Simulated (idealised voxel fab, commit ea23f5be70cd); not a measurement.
voxel ribs on slabs: a process module
The cross-section shown here is cut; it is 235 nm wide and divided into square cells measuring 5 nm on a side.
How to read a cross-section here: the picture is a grid of square cells, written as bands going from the top down, and any band can span one or more rows of cells.
First you get the band's top height and its bottom height, in nm, and then the materials it's made of, left to right, with each width in nm. If you see a single material with "everywhere", that one covers the band edge to edge. "empty" is empty space.
Counting heights begins at 0, where everything beneath is, in the wafer as received, one material. The lowest band has no bottom; it goes on downwards, as "0 nm and below" shows.
The expression "30..40" gives the width at the extremes of the band, the first number at its top row of cells and the second at its bottom row, with the width changing by equal amounts from each row to the next in between.
No cell of the cross-section changed in a step that is given as "everything unchanged".
"Cavities, sealed" specifies each empty space that is not open to the top and that occupies no fewer than 8 cells, using the form width x height at distance, the distance measured from the left edge and all three quantities in nm.
That trailing text on a step's line, after the settings, is the simulator's own remark on the step.
overlay nm: right-of-plan distance of the mask on a masked step; negative values mean left-of-plan.

[Listed below are the process steps as planned]
1,RECEIVE,material Si
2,DIRECTIONAL_DEP,material SiO2,thk nm 20
3,DIRECTIONAL_DEP,material SiN,thk nm 25
4,DIRECTIONAL_DEP,material aC,thk nm 15
5,PATTERN,tone cover,mask id RIB,material resist,width nm 30,thk nm 35,overlay nm 0
6,DIRECTIONAL_ETCH,etch materials aC,depth nm 15
7,STRIP,etch materials resist
8,DIRECTIONAL_ETCH,etch materials SiN,depth nm 5
9,STRIP,etch materials aC
10,MASKED_ETCH,tone cover,mask id SLAB,width nm 60,etch materials SiN,depth nm 20,overlay nm 0
11,FILL_DEP,material SiO2,thk nm 15
12,CMP,height nm 55
13,DIRECTIONAL_DEP,material TiN,thk nm 5
14,PATTERN,tone cover,mask id HEATER,material resist,width nm 40,thk nm 20,overlay nm 0
15,DIRECTIONAL_ETCH,etch materials TiN,depth nm 5
16,STRIP,etch materials resist
17,CONFORMAL_DEP,material SiN,thk nm 5

[Incoming wafer, cross-sectional view, post step 1]
  0 nm and below | Si everywhere
  Cavities, sealed: none

[End-of-module XS, first of two wafers, run as planned]
  65 nm to 60 nm | 90 empty, then 50 SiN, then 95 empty
  60 nm to 55 nm | 95 SiN, then 40 TiN, then 100 SiN
  55 nm to 45 nm | SiO2 everywhere
  45 nm to 40 nm | 100 SiO2, then 30 SiN, then 105 SiO2
  40 nm to 20 nm | 85 SiO2, then 60 SiN, then 90 SiO2
  20 nm to 0 nm | SiO2 everywhere
  0 nm and below | Si everywhere
  Cavities, sealed: none

[Here is the second of the two wafers cut open at the end of the module - same start, same plan as the first one, but we made one mistake running it]
  65 nm to 60 nm | 90 empty, then 50 SiN, then 95 empty
  60 nm to 55 nm | 95 SiN, then 40 TiN, then 100 SiN
  55 nm to 40 nm | SiO2 everywhere
  40 nm to 35 nm | 100 SiO2, then 30 SiN, then 105 SiO2
  35 nm to 20 nm | 85 SiO2, then 60 SiN, then 90 SiO2
  20 nm to 0 nm | SiO2 everywhere
  0 nm and below | Si everywhere
  Cavities, sealed: none
Processing error: planned and actual differ for step 3; actual: DIRECTIONAL_DEP,material SiN,thk nm 20
Bottom line after processing is that, in cells, the second wafer is up or down on some materials versus the first: 12 fewer of SiN | 12 more of SiO2
